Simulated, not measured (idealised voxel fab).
Process module in this document: voxel gate over fins
Square cell edge 5 nm, section width 265 nm, ID cut.
For the purposes of this document, a cross-section shall be understood as a grid of square cells, specified as bands listed in top-to-bottom order, each band consisting of one or more rows of cells. Read a band's entry like this: the first values are the height of its top and the height of its bottom in nm, and what follows is the sequence of materials from left to right, each with its width in nm. Note that "air" is empty space, and that a single material marked "throughout" reaches across the band from edge to edge. Beneath 0, the wafer as received is one material, and that level is where height counting begins. The lowest band goes on downward without a bottom; it is written like "from 0 down". It should be noted that a width expressed as "30 to 40" varies in equal increments from row to row of cells within the band, taking the value of the first number at the top row and that of the second number at the bottom row. "no modification" (step): cross-section cells unchanged, all of them. Enclosed voids (no open way to top), threshold 8 cells or more, entry "Enclosed empty spaces", notation width x height at distance, distance from left edge, nm. If you see something after the settings on a step's line, that's the simulator's own remark about that step. overlay nm: right-of-plan distance of the mask on a masked step; negative values mean left-of-plan.
Process steps (planned):
1 op RECEIVE | material Si
2 op CONFORMAL_DEP | material SiN | thk nm 5
3 op MASKED_ETCH | tone cover | mask id FINS | width nm 15 | pitch nm 60 | etch materials SiN | depth nm 5 | overlay nm 0
4 op MASKED_ETCH | tone cover | mask id FINS | width nm 15 | pitch nm 60 | etch materials Si | depth nm 30 | overlay nm 0
5 op OXIDIZE | depth nm 5
6 op FILL_DEP | material SiO2 | thk nm 5
7 op CMP | height nm 5
8 op PATTERN | tone open | mask id RAIL | material resist | width nm 15 | thk nm 15 | overlay nm 0
9 op DIRECTIONAL_ETCH | etch materials SiO2 | depth nm 30
10 op STRIP | etch materials resist
11 op CONFORMAL_DEP | material TiN | thk nm 5
12 op FILL_DEP | material W | thk nm 5
13 op CMP | height nm 5
14 op SELECTIVE_ETCH | etch materials W Ru TiN | depth nm 25
15 op FILL_DEP | material SiO2 | thk nm 5
16 op CMP | height nm 5
17 op SELECTIVE_ETCH | etch materials SiO2 | depth nm 15
18 op STRIP | etch materials SiN
19 op CONFORMAL_DEP | material HfO2 | thk nm 5
20 op CONFORMAL_DEP | material TiN | thk nm 5
21 op CONFORMAL_DEP | material TiAl | thk nm 5
22 op CONFORMAL_DEP | material TiN | thk nm 5
23 op FILL_DEP | material W | thk nm 10
24 op CMP | height nm 25
25 op CONFORMAL_DEP | material SiN | thk nm 5
Delivered wafer in cross-section: state after step 1:
    from 0 down  Si throughout
    Enclosed empty spaces: none
Starting structure and process plan are as shown above, but one mistake was made in running the module; the wafer cross-section at the end of the module follows:
    from 30 to 25  SiN throughout
    from 25 to 20  W throughout
    from 20 to 15  W 75 nm / TiN 55 nm / W 5 nm / TiN 55 nm / W 75 nm
    from 15 to 10  W 75 nm / TiN 5 nm / TiAl 45 nm / TiN 5 nm / W 5 nm / TiN 5 nm / TiAl 45 nm / TiN 5 nm / W 75 nm
    from 10 to 5  TiN 80 nm / TiAl 5 nm / TiN 35 nm / TiAl 5 nm / TiN 15 nm / TiAl 5 nm / TiN 35 nm / TiAl 5 nm / TiN 80 nm
    from 5 to 0  TiAl 85 nm / TiN 5 nm / HfO2 25 nm / TiN 5 nm / TiAl 25 nm / TiN 5 nm / HfO2 25 nm / TiN 5 nm / TiAl 85 nm
    from 0 to -5  TiN 90 nm / HfO2 5 nm / Si 15 nm / HfO2 5 nm / TiN 35 nm / HfO2 5 nm / Si 15 nm / HfO2 5 nm / TiN 90 nm
    from -5 to -10  HfO2 95 nm / Si 15 nm / HfO2 45 nm / Si 15 nm / HfO2 95 nm
    from -10 to -20  SiO2 95 nm / Si 15 nm / SiO2 45 nm / Si 15 nm / SiO2 95 nm
    from -20 to -25  SiO2 95 nm / Si 15 nm / SiO2 15 nm / TiN 15 nm / SiO2 15 nm / Si 15 nm / SiO2 95 nm
    from -25 to -35  SiO2 95 nm / Si 15 nm / SiO2 45 nm / Si 15 nm / SiO2 95 nm
    from -35 down  Si throughout
    Enclosed empty spaces: none
The plan and the run diverged here: not per plan at step 3, really ran op MASKED_ETCH | tone cover | mask id FINS | width nm 25 | pitch nm 60 | etch materials SiN | depth nm 5 | overlay nm 0
